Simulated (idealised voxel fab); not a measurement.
Name of the process module below: voxel self aligned contacts
Cross-section cut: width 165 nm, square cells of 5 nm.
If you're reading a cross-section in this doc, picture square cells in a grid; it comes to you as bands, top ones listed first down to the bottom, and a band can be one or more rows of cells. The entry gives the band's vertical extent as a top height and a bottom height in nm, then its horizontal make-up as materials from left to right, each with a width in nm. "blank" stands for empty space; a single material marked "everywhere" fills the band edge to edge. Note: height 0 marks the level under which the wafer is uniformly one material as received. Lowest band unbounded below, written "0 and below". Graded width ("30..40"): value in top row of band = first number; value in bottom row = second number; row-to-row change constant. When a step is marked "identical to before", none of the cells in the cross-section changed during that step. "Trapped void list" specifies each empty space that is not open to the top and that occupies no fewer than 8 cells, using the form width x height at distance, the distance measured from the left edge and all three quantities in nm. Read whatever lies past the settings on a step's line as the simulator's own remark about the step. "overlay nm", when on a step's line for a step with a mask, measures how far to the right of its planned place the mask lay; a negative measure means to the left.

[Here's what the planned process steps look like]
1 RECEIVE,material Si
2 CONFORMAL_DEP,material SiO2,thk nm 5
3 DIRECTIONAL_DEP,material polySi,thk nm 20
4 DIRECTIONAL_DEP,material SiN,thk nm 20
5 DIRECTIONAL_DEP,material aC,thk nm 15
6 PATTERN,tone cover,mask id GATE,material resist,width nm 30,pitch nm 75,thk nm 35,overlay nm 0
7 DIRECTIONAL_ETCH,etch materials aC,depth nm 15
8 STRIP,etch materials resist
9 DIRECTIONAL_ETCH,etch materials SiN,depth nm 20
10 DIRECTIONAL_ETCH,etch materials polySi,depth nm 20
11 STRIP,etch materials aC
12 CONFORMAL_DEP,material SiN,thk nm 10
13 DIRECTIONAL_ETCH,etch materials SiN,depth nm 10
14 FILL_DEP,material SiO2,thk nm 15
15 CMP,height nm 55
16 DIRECTIONAL_DEP,material aC,thk nm 10
17 PATTERN,tone open,mask id CONTACT,material resist,width nm 55,thk nm 30,overlay nm 0
18 DIRECTIONAL_ETCH,etch materials aC,depth nm 10
19 STRIP,etch materials resist
20 DIRECTIONAL_ETCH,etch materials SiO2,depth nm 55
21 STRIP,etch materials aC
22 CONFORMAL_DEP,material TiN,thk nm 5
23 FILL_DEP,material Ru,thk nm 10
24 CMP,height nm 55
25 CONFORMAL_DEP,material SiCN,thk nm 5

[As received (post step 1): cross-section]
  0 and below: Si everywhere
  Trapped void list: none

[first wafer at the end, as planned]
  60 down to 55: SiCN everywhere
  55 down to 45: SiO2 (55); TiN (5..20); Ru (45..15); TiN (5..20); SiO2 (55)
  45 down to 25: SiO2 (20); SiN (50); TiN (5); Ru (15); TiN (5); SiN (50); SiO2 (20)
  25 down to 5: SiO2 (20); SiN (10); polySi (30); SiN (10); TiN (5); Ru (15); TiN (5); SiN (10); polySi (30); SiN (10); SiO2 (20)
  5 down to 0: SiO2 (70); TiN (25); SiO2 (70)
  0 and below: Si everywhere
  Trapped void list: none

[Presented here is a cross-section of the second of the two wafers as it stood at the end of the module. It was started in the same manner and assigned the same plan as the first wafer; however, one mistake was made in its execution]
  60 down to 55: SiCN everywhere
  55 down to 45: SiO2 (60); TiN (5..15); Ru (40..15); TiN (5..20); SiO2 (55)
  45 down to 25: SiO2 (20); SiN (50); TiN (5); Ru (15); TiN (5); SiN (50); SiO2 (20)
  25 down to 5: SiO2 (20); SiN (10); polySi (30); SiN (10); TiN (5); Ru (15); TiN (5); SiN (10); polySi (30); SiN (10); SiO2 (20)
  5 down to 0: SiO2 (70); TiN (25); SiO2 (70)
  0 and below: Si everywhere
  Trapped void list: none
Finding, execution versus plan: it should be noted that step 17 was executed with settings other than those planned, the operation and settings actually applied being PATTERN,tone open,mask id CONTACT,material resist,width nm 50,thk nm 30,overlay nm 0
Upon completion, the second wafer contains, in terms of cells, a greater or smaller amount of certain materials than the first wafer: -1 Ru; +2 SiO2; -1 TiN
